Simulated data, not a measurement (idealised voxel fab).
process module | voxel wiring stack
Cross-section cut: width 215 nm, square cells of 5 nm.
Throughout this document, each cross-section is represented as a grid of square cells and is presented as a sequence of bands enumerated from the top downward, where a band comprises one or more rows of cells. Top height, bottom height, nm. Materials left to right, width each, nm. Single material + "all across" = fills band edge to edge. "air" = empty. The reference from which all heights are counted is 0, the level beneath which the as-received wafer is entirely one material; the lowest band, having no lower bound, proceeds downward and is written after the example "0 down". Read "30 to 40" as a graded width: first number on top, second number at the bottom, same change between each pair of neighbouring rows. Where the words "identical to before" appear for a step, the cross-section shows no cell changed by that step; every cell remained as before. The entry titled "Cavities, closed" provides the empty spaces that have no open way to the top, restricted to those of 8 cells or more. Each is presented as width x height at distance, the distance being measured from the left edge, with all three in nm. Heads up: the bit after the settings on a step's line is the simulator's remark on that step. A step line may carry the setting "overlay nm", which, for steps involving a mask, states the distance by which the mask lay to the right of its intended position; negative values denote displacement to the left.

## The steps planned for the process are as follows
1) RECEIVE [material Si]
2) CONFORMAL_DEP [material SiO2] [thk nm 15]
3) DIRECTIONAL_DEP [material TiN] [thk nm 5]
4) DIRECTIONAL_DEP [material Ru] [thk nm 20]
5) DIRECTIONAL_DEP [material aC] [thk nm 10]
6) PATTERN [tone cover] [mask id METAL_1] [material resist] [width nm 25] [pitch nm 50] [thk nm 30] [overlay nm 0]
7) DIRECTIONAL_ETCH [etch materials aC] [depth nm 10]
8) STRIP [etch materials resist]
9) DIRECTIONAL_ETCH [etch materials Ru] [depth nm 20]
10) DIRECTIONAL_ETCH [etch materials TiN] [depth nm 5]
11) STRIP [etch materials aC]
12) FILL_DEP [material SiO2] [thk nm 10]
13) CMP [height nm 40]
14) CONFORMAL_DEP [material SiCN] [thk nm 5]
15) DIRECTIONAL_DEP [material SiO2] [thk nm 20]
16) MASKED_ETCH [tone open] [mask id PLUG_1] [width nm 15] [pitch nm 50] [etch materials SiO2] [depth nm 20] [overlay nm 0]
17) MASKED_ETCH [tone open] [mask id PLUG_1] [width nm 15] [pitch nm 50] [etch materials SiCN] [depth nm 5] [overlay nm 0]
18) EPI [material Ru] [thk nm 10]
19) EPI [material Ru] [thk nm 10]
20) EPI [material Ru] [thk nm 5]
21) DIRECTIONAL_DEP [material TiN] [thk nm 5]
22) DIRECTIONAL_DEP [material Ru] [thk nm 15]
23) DIRECTIONAL_DEP [material aC] [thk nm 10]
24) PATTERN [tone cover] [mask id METAL_2] [material resist] [width nm 25] [pitch nm 50] [thk nm 30] [overlay nm 0]
25) DIRECTIONAL_ETCH [etch materials aC] [depth nm 10]
26) STRIP [etch materials resist]
27) DIRECTIONAL_ETCH [etch materials Ru] [depth nm 15]
28) DIRECTIONAL_ETCH [etch materials TiN] [depth nm 5]
29) STRIP [etch materials aC]
30) FILL_DEP [material SiO2] [thk nm 5]
31) CMP [height nm 85]
32) CONFORMAL_DEP [material SiCN] [thk nm 5]
33) DIRECTIONAL_DEP [material lowk] [thk nm 10]
34) MASKED_ETCH [tone open] [mask id PLUG_2] [width nm 15] [pitch nm 50] [etch materials lowk] [depth nm 10] [overlay nm 0]
35) MASKED_ETCH [tone open] [mask id PLUG_2] [width nm 15] [pitch nm 50] [etch materials SiCN] [depth nm 5] [overlay nm 0]
36) CONFORMAL_DEP [material TiN] [thk nm 5]
37) FILL_DEP [material W] [thk nm 5]
38) CMP [height nm 100]
39) CONFORMAL_DEP [material SiN] [thk nm 5]
40) DIRECTIONAL_DEP [material SiO2] [thk nm 25]
41) PATTERN [tone open] [mask id METAL_3] [material resist] [width nm 25] [pitch nm 50] [thk nm 20] [overlay nm 0]
42) DIRECTIONAL_ETCH [etch materials SiO2] [depth nm 25]
43) DIRECTIONAL_ETCH [etch materials SiN] [depth nm 5]
44) STRIP [etch materials resist]
45) CONFORMAL_DEP [material TiN] [thk nm 5]
46) FILL_DEP [material Cu] [thk nm 5]
47) CMP [height nm 130]
48) CONFORMAL_DEP [material SiCN] [thk nm 5]
49) DIRECTIONAL_DEP [material SiO2] [thk nm 20]
50) MASKED_ETCH [tone open] [mask id PLUG_3] [width nm 15] [etch materials SiO2] [depth nm 20] [overlay nm 0]
51) MASKED_ETCH [tone open] [mask id PLUG_3] [width nm 15] [etch materials SiCN] [depth nm 5] [overlay nm 0]
52) EPI [material Ru] [thk nm 10]
53) EPI [material Ru] [thk nm 10]
54) EPI [material Ru] [thk nm 5]
55) CONFORMAL_DEP [material SiCN] [thk nm 5]
56) DIRECTIONAL_DEP [material lowk] [thk nm 25]
57) MASKED_ETCH [tone open] [mask id METAL_4] [width nm 25] [pitch nm 50] [etch materials lowk] [depth nm 25] [overlay nm 0]
58) MASKED_ETCH [tone open] [mask id METAL_4] [width nm 25] [pitch nm 50] [etch materials SiCN] [depth nm 5] [overlay nm 0]
59) CONFORMAL_DEP [material TiN] [thk nm 5]
60) FILL_DEP [material Cu] [thk nm 10]
61) CMP [height nm 185]
62) CONFORMAL_DEP [material SiN] [thk nm 5]

## Received-state cross-section, reflecting completion of step 1
> 0 down | Si all across
> Cavities, closed: none

## This is how the wafer looks in cross-section once the module is done, given the starting state and plan above and one mistake in carrying the plan out
> 190 to 185 | SiN all across
> 185 to 160 | 70 nm lowk  5 nm TiN  15 nm Cu  5 nm TiN  25 nm lowk  5 nm TiN  15 nm Cu  5 nm TiN  70 nm lowk
> 160 to 155 | 70 nm SiCN  25 nm TiN  25 nm SiCN  25 nm TiN  70 nm SiCN
> 155 to 135 | 70 nm SiO2  15 nm Ru  130 nm SiO2
> 135 to 130 | 70 nm SiCN  15 nm Ru  130 nm SiCN
> 130 to 105 | 70 nm SiO2  5 nm TiN  15 nm Cu  5 nm TiN  25 nm SiO2  5 nm TiN  15 nm Cu  5 nm TiN  70 nm SiO2
> 105 to 100 | 70 nm SiN  25 nm TiN  25 nm SiN  25 nm TiN  70 nm SiN
> 100 to 90 | 70 nm lowk  5 nm TiN  5 nm W  5 nm TiN  35 nm lowk  5 nm TiN  5 nm W  5 nm TiN  80 nm lowk
> 90 to 85 | 70 nm SiCN  15 nm TiN  35 nm SiCN  15 nm TiN  80 nm SiCN
> 85 to 80 | SiO2 all across
> 80 to 70 | 70 nm SiO2  25 nm Ru  25 nm SiO2  25 nm Ru  70 nm SiO2
> 70 to 65 | 70 nm SiO2  25 nm TiN  25 nm SiO2  25 nm TiN  70 nm SiO2
> 65 to 45 | 70 nm SiO2  15 nm Ru  35 nm SiO2  15 nm Ru  80 nm SiO2
> 45 to 40 | 70 nm SiCN  15 nm Ru  35 nm SiCN  15 nm Ru  80 nm SiCN
> 40 to 20 | 70 nm SiO2  25 nm Ru  25 nm SiO2  25 nm Ru  70 nm SiO2
> 20 to 15 | 70 nm SiO2  25 nm TiN  25 nm SiO2  25 nm TiN  70 nm SiO2
> 15 to 0 | SiO2 all across
> 0 down | Si all across
> Cavities, closed: none
The plan and the run diverged here: step 22 was processed under conditions differing from the plan, specifically as DIRECTIONAL_DEP [material Ru] [thk nm 10]
